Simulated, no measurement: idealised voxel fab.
Title: Process Module voxel ribs on slabs
The cross-section on display is named cut; it measures 205 nm wide, and its cells are 5 nm squares.
A cross-section is a grid of square cells, given in bands from the top down. A band is one or more rows of cells.
Look at the band entry: it leads with the top's height and the bottom's height in nm. Then it lists the materials left to right, with a width in nm for each. The word "full width" on a single material says that material fills the band edge to edge. The word "empty" is empty space.
All heights in this document are referenced to 0, defined as the level beneath which the wafer, as received, consists entirely of one material. The lowest band is not bounded below; it extends indefinitely downward and is written in the form "from 0 down".
When a width is written as two numbers, as in "30..40", the first number is the width in the top row of cells of the band and the second is the width in its bottom row, and the width changes by the same amount from each row to the next.
Reading "changes: none" for a step: not a cell of the cross-section changed in it.
So "Enclosed empty spaces" is basically the list of trapped voids: any empty space of 8 cells or more that can't reach the top through an opening. They're written width x height at distance, the distance being from the left edge, and it's all nm.
On a step's line, text after the settings is the simulator commenting on that step.
The optional step-line setting "overlay nm" applies to steps with a mask and quantifies how far to the right of its planned location the mask lay, a negative value indicating leftward placement.

THE FOLLOWING LIST GIVES THE PLANNED PROCESS STEPS
step 1: RECEIVE | material Si
step 2: DIRECTIONAL_DEP | material SiO2 | thk nm 25
step 3: DIRECTIONAL_DEP | material SiN | thk nm 15
step 4: DIRECTIONAL_DEP | material aC | thk nm 10
step 5: PATTERN | tone cover | mask id RIB | material resist | width nm 20 | thk nm 25 | overlay nm 0
step 6: DIRECTIONAL_ETCH | etch materials aC | depth nm 10
step 7: STRIP | etch materials resist
step 8: DIRECTIONAL_ETCH | etch materials SiN | depth nm 5
step 9: STRIP | etch materials aC
step 10: MASKED_ETCH | tone cover | mask id SLAB | width nm 60 | etch materials SiN | depth nm 10 | overlay nm 0
step 11: FILL_DEP | material SiO2 | thk nm 15
step 12: CMP | height nm 50
step 13: DIRECTIONAL_DEP | material W | thk nm 10
step 14: PATTERN | tone cover | mask id HEATER | material resist | width nm 30 | thk nm 15 | overlay nm 0
step 15: DIRECTIONAL_ETCH | etch materials W | depth nm 10
step 16: STRIP | etch materials resist
step 17: CONFORMAL_DEP | material SiN | thk nm 5

CROSS-SECTION OF THE WAFER AS IT CAME TO US, I.E., ALREADY THROUGH STEP 1
- from 0 down  Si full width
- Enclosed empty spaces: none

HERE'S THE WAFER CUT IN CROSS-SECTION AFTER THE MODULE, STARTED AND PLANNED JUST LIKE ABOVE, EXCEPT ONE THING WAS DONE WRONG IN THE RUN
- from 75 to 65  empty 70, then SiN 60, then empty 75
- from 65 to 60  SiN full width
- from 60 to 50  SiN 85, then W 30, then SiN 90
- from 50 to 40  SiO2 full width
- from 40 to 35  SiO2 90, then SiN 20, then SiO2 95
- from 35 to 25  SiO2 70, then SiN 60, then SiO2 75
- from 25 to 0  SiO2 full width
- from 0 down  Si full width
- Enclosed empty spaces: none
What was the processing mistake? step 17 was not run as planned; what actually ran was CONFORMAL_DEP | material SiN | thk nm 15
